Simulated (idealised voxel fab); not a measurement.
Process module in this document: voxel released beams
The figure presents cross-section cut, which has a width of 255 nm and is divided into square cells with an edge length of 5 nm.
Notation: cross-section as square-cell grid; stated in bands, top first, going down; one or more cell rows per band. Band: top and bottom heights (nm) first, top before bottom; then materials from left to right, widths in nm. "throughout" marks a sole material filling the band edge to edge. "empty" denotes empty space. Basically, 0 is our baseline, since under it the wafer straight out of the box is all one material. The bottom band has no lower end and keeps on going down, so it looks like "z 0 and below". Quick explanation for "30..40": the width changes in equal steps down the rows of cells, from the first number in the band's top row to the second number in its bottom row. Reading "stayed the same" for a step: not a cell of the cross-section changed in it. The label "Closed-off voids" introduces a list of the empty spaces, 8 cells or larger, that have no open way up to the top; each entry in it reads width x height at distance, where the distance is taken from the left edge and all three are stated in nm. It should be noted that, on the line of a given step, the content following the step's settings is a remark produced by the simulator itself with respect to that step. On any step carrying a mask, the "overlay nm" setting, if present on the step's line, tells how far right of its planned place the mask lay; negative values point to the left.
## So here's the lineup of process steps we planned
1,op RECEIVE | material Si
2,op CONFORMAL_DEP | material Al2O3 | thk nm 10
3,op DIRECTIONAL_DEP | material SiO2 | thk nm 15
4,op PATTERN | tone open | mask id ANCHOR | material resist | width nm 35 | thk nm 15 | overlay nm 0
5,op DIRECTIONAL_ETCH | etch materials SiO2 | depth nm 15
6,op STRIP | etch materials resist
7,op CONFORMAL_DEP | material polySi | thk nm 5
8,op PATTERN | tone cover | mask id BEAM | material resist | width nm 120 | thk nm 15 | overlay nm 0
9,op DIRECTIONAL_ETCH | etch materials polySi | depth nm 10
10,op STRIP | etch materials resist
11,op STRIP | etch materials SiO2
Keep in mind the plan's value for the thk nm of step 7 comes from the first wafer; the wafers don't share that setting, but they do share the same starting point.
## The as-received cross-section of the first of several wafers corresponds to the state after step 1
> z 0 and below = Si throughout
> Closed-off voids: none
## Cross-section of the first of several wafers once the module has run through its last step, step 11
> z 30 to 25 = empty 65 nm, polySi 10 nm, empty 25 nm, polySi 85 nm, empty 70 nm
> z 25 to 15 = empty 70 nm, polySi 5 nm, empty 25 nm, polySi 5 nm, empty 150 nm
> z 15 to 10 = empty 70 nm, polySi 35 nm, empty 150 nm
> z 10 to 0 = Al2O3 throughout
> z 0 and below = Si throughout
> Closed-off voids: none
## Cross-section of the last wafer at end of module
> z 50 to 40 = empty 65 nm, polySi 120 nm, empty 70 nm
> z 40 to 25 = polySi throughout
> z 25 to 10 = SiO2 70 nm, polySi 35 nm, SiO2 150 nm
> z 10 to 0 = Al2O3 throughout
> z 0 and below = Si throughout
> Closed-off voids: none
## Rows = wafers. At module end, each row lists per material the cells gained (+) or lost (-) since the wafer was received, then the closed voids
thk nm 5, +102 Al2O3, +30 polySi, Closed-off voids: none
thk nm 10, +102 Al2O3, +60 polySi, Closed-off voids: none
thk nm 15, +102 Al2O3, +132 SiO2, +117 polySi, Closed-off voids: none
thk nm 20, +102 Al2O3, +132 SiO2, +171 polySi, Closed-off voids: none
thk nm 25, +102 Al2O3, +132 SiO2, +222 polySi, Closed-off voids: none
